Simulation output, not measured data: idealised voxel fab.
The process module presented herein is designated voxel transistor to metal.
Xsec cut, 200 nm wide, square cell size 5 nm.
Square cells in a grid make up a cross-section in this document, and the grid is given as bands, listed from the top down, each one or more rows of cells.
Read a band's entry like this: the first values are the height of its top and the height of its bottom in nm, and what follows is the sequence of materials from left to right, each with its width in nm. Note that "empty" is empty space, and that a single material marked "throughout" reaches across the band from edge to edge.
Height 0 is the level under which the wafer as received is all one material. The lowest band goes on downwards, as in "from 0 down".
The notation "30..40" denotes a width that varies across the rows of cells in the band, beginning at the first number in the top row, finishing at the second number in the bottom row, and changing by an identical amount from each row to the next.
Step marked "remains unaltered"? Then no cell in the cross-section changed in it.
The label "Non-vented voids" introduces a list of the empty spaces, 8 cells or larger, that have no open way up to the top; each entry in it reads width x height at distance, where the distance is taken from the left edge and all three are stated in nm.
If you see something after the settings on a step's line, that's the simulator's own remark about that step.
overlay nm: on a step with a mask, how far right of its planned place the mask lay; negative means left.

### Process steps foreseen in the plan
1,RECEIVE [material Si]
2,CONFORMAL_DEP [material SiO2] [thk nm 5]
3,CONFORMAL_DEP [material SiN] [thk nm 15]
4,MASKED_ETCH [tone cover] [mask id ACTIVE] [width nm 115] [etch materials SiN] [depth nm 15] [overlay nm 0]
5,MASKED_ETCH [tone cover] [mask id ACTIVE] [width nm 115] [etch materials SiO2] [depth nm 5] [overlay nm 0]
6,MASKED_ETCH [tone cover] [mask id ACTIVE] [width nm 115] [etch materials Si] [depth nm 20] [overlay nm 0]
7,FILL_DEP [material SiO2] [thk nm 15]
8,CMP [height nm 20]
9,SELECTIVE_ETCH [etch materials SiO2] [depth nm 10]
10,STRIP [etch materials SiN]
11,SELECTIVE_ETCH [etch materials SiO2] [depth nm 5]
12,OXIDIZE [depth nm 5]
13,DIRECTIONAL_DEP [material polySi] [thk nm 25]
14,DIRECTIONAL_DEP [material SiCN] [thk nm 10]
15,MASKED_ETCH [tone cover] [mask id GATE] [width nm 25] [etch materials SiCN] [depth nm 20] [overlay nm 0]
16,MASKED_ETCH [tone cover] [mask id GATE] [width nm 25] [etch materials polySi] [depth nm 35] [overlay nm 0]
17,CONFORMAL_DEP [material SiN] [thk nm 10]
18,DIRECTIONAL_ETCH [etch materials SiN] [depth nm 10]
19,DIRECTIONAL_ETCH [etch materials SiO2] [depth nm 5]
20,EPI [material SiGe] [thk nm 5]
21,FILL_DEP [material SiO2] [thk nm 5]
22,CMP [height nm 35]
23,DIRECTIONAL_DEP [material SiO2] [thk nm 10]
24,PATTERN [tone open] [mask id CONTACT] [material resist] [width nm 20] [pitch nm 85] [thk nm 15] [overlay nm 0]
25,DIRECTIONAL_ETCH [etch materials SiO2] [depth nm 45]
26,STRIP [etch materials resist]
27,CONFORMAL_DEP [material TiN] [thk nm 5]
28,FILL_DEP [material W] [thk nm 10]
29,CMP [height nm 45]
30,DIRECTIONAL_DEP [material TiN] [thk nm 5]
31,DIRECTIONAL_DEP [material Ru] [thk nm 20]
32,DIRECTIONAL_DEP [material aC] [thk nm 10]
33,PATTERN [tone cover] [mask id METAL_1] [material resist] [width nm 20] [pitch nm 85] [thk nm 25] [overlay nm 0]
34,DIRECTIONAL_ETCH [etch materials aC] [depth nm 10]
35,STRIP [etch materials resist]
36,DIRECTIONAL_ETCH [etch materials Ru] [depth nm 20]
37,DIRECTIONAL_ETCH [etch materials TiN] [depth nm 5]
38,STRIP [etch materials aC]
39,CONFORMAL_DEP [material SiN] [thk nm 5]
40,FILL_DEP [material SiO2] [thk nm 5]
41,CMP [height nm 70]
42,CONFORMAL_DEP [material SiCN] [thk nm 5]

### Wafer at receipt (post step 1), cross-section
from 0 down | Si throughout
Non-vented voids: none

### Cross-section: first of two wafers, module finished, run according to plan
from 75 to 70 | SiCN throughout
from 70 to 50 | SiO2: 40, then SiN: 5, then Ru: 20, then SiN: 5, then SiO2: 55, then SiN: 5, then Ru: 20, then SiN: 5, then SiO2: 45
from 50 to 45 | SiN: 45, then TiN: 20, then SiN: 65, then TiN: 20, then SiN: 50
from 45 to 35 | SiO2: 45, then TiN: 5, then W: 10, then TiN: 5, then SiO2: 65, then TiN: 5, then W: 10, then TiN: 5, then SiO2: 50
from 35 to 25 | SiO2: 45, then TiN: 5, then W: 10, then TiN: 5, then SiO2: 10, then SiN: 10, then SiCN: 25, then SiN: 10, then SiO2: 10, then TiN: 5, then W: 10, then TiN: 5, then SiO2: 50
from 25 to 5 | SiO2: 45, then TiN: 5, then W: 10, then TiN: 5, then SiO2: 10, then SiN: 10, then polySi: 25, then SiN: 10, then SiO2: 10, then TiN: 5, then W: 10, then TiN: 5, then SiO2: 50
from 5 to 0 | SiO2: 35, then SiN: 10, then TiN: 20, then SiO2: 10, then SiN: 10, then polySi: 25, then SiN: 10, then SiO2: 10, then TiN: 20, then SiN: 10, then SiO2: 40
from 0 to -5 | SiO2: 45, then SiGe: 30, then SiO2: 45, then SiGe: 30, then SiO2: 50
from -5 to -20 | SiO2: 40, then Si: 115, then SiO2: 45
from -20 down | Si throughout
Non-vented voids: none

### second wafer at the end: like start, like plan, one mistake
from 75 to 70 | SiCN throughout
from 70 to 50 | SiO2: 40, then SiCN: 5, then Ru: 20, then SiCN: 5, then SiO2: 55, then SiCN: 5, then Ru: 20, then SiCN: 5, then SiO2: 45
from 50 to 45 | SiCN: 45, then TiN: 20, then SiCN: 65, then TiN: 20, then SiCN: 50
from 45 to 35 | SiO2: 45, then TiN: 5, then W: 10, then TiN: 5, then SiO2: 65, then TiN: 5, then W: 10, then TiN: 5, then SiO2: 50
from 35 to 25 | SiO2: 45, then TiN: 5, then W: 10, then TiN: 5, then SiO2: 10, then SiN: 10, then SiCN: 25, then SiN: 10, then SiO2: 10, then TiN: 5, then W: 10, then TiN: 5, then SiO2: 50
from 25 to 5 | SiO2: 45, then TiN: 5, then W: 10, then TiN: 5, then SiO2: 10, then SiN: 10, then polySi: 25, then SiN: 10, then SiO2: 10, then TiN: 5, then W: 10, then TiN: 5, then SiO2: 50
from 5 to 0 | SiO2: 35, then SiN: 10, then TiN: 20, then SiO2: 10, then SiN: 10, then polySi: 25, then SiN: 10, then SiO2: 10, then TiN: 20, then SiN: 10, then SiO2: 40
from 0 to -5 | SiO2: 45, then SiGe: 30, then SiO2: 45, then SiGe: 30, then SiO2: 50
from -5 to -20 | SiO2: 40, then Si: 115, then SiO2: 45
from -20 down | Si throughout
Non-vented voids: none
Want to know what went wrong? off-plan run, step 39, actual operation and settings CONFORMAL_DEP [material SiCN] [thk nm 5]
End of process, cell counts, second wafer against first, materials with more or fewer: +48 SiCN | -48 SiN
